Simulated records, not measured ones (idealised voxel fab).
A process module follows: voxel lift off.
We display cut, a cross-section 290 nm in width whose square cells are each 5 nm.
Notation: cross-section as square-cell grid; stated in bands, top first, going down; one or more cell rows per band. A band entry consists of two parts. The first gives the height of the band's top and the height of its bottom, in nm. The rest lists the band's materials from left to right, each with its width in nm. A single material labelled with the word "throughout" fills the band from edge to edge, and the word "blank" marks empty space. Counting heights begins at 0, where everything beneath is, in the wafer as received, one material. The lowest band has no bottom; it goes on downwards, as "0 nm and below" shows. A width given as "30..40" starts at the first number in the band's top row and ends at the second number in its bottom row, shifting by an equal amount at every step from row to row. "no change" (step): cross-section cells unchanged, all of them. Enclosed voids (no open way to top), threshold 8 cells or more, entry "Sealed cavities", notation width x height at distance, distance from left edge, nm. Step line, after settings: the simulator's comment on this step. overlay nm, on a step with a mask: how far to the right of its planned place the mask lay; to the left if negative.

STEPS IN THE PROCESS PLAN
1,RECEIVE: material Si
2,CONFORMAL_DEP: material SiO2, thk nm 5
3,PATTERN: tone open, mask id LINES, material resist, width nm 25, pitch nm 40, thk nm 25, overlay nm 0
4,DIRECTIONAL_DEP: material Ru, thk nm 10
5,STRIP: etch materials resist
6,CONFORMAL_DEP: material SiCN, thk nm 10

CROSS-SECTION: WAFER ON ARRIVAL = AFTER STEP 1
	0 nm and below = Si throughout
	Sealed cavities: none

CROSS-SECTION, END OF MODULE. START: AS ABOVE. PLAN: AS ABOVE. EXECUTION: ONE MISTAKE
	25 nm to 15 nm = 120 nm SiCN  5 nm blank  35 nm SiCN  5 nm blank  125 nm SiCN
	15 nm to 5 nm = 110 nm Ru  25 nm SiCN  15 nm Ru  25 nm SiCN  115 nm Ru
	5 nm to 0 nm = SiO2 throughout
	0 nm and below = Si throughout
	Sealed cavities: none
Here's what went sideways: so step 3 ended up running with a different setting than we planned, it ran as PATTERN: tone cover, mask id LINES, material resist, width nm 25, pitch nm 40, thk nm 25, overlay nm 0
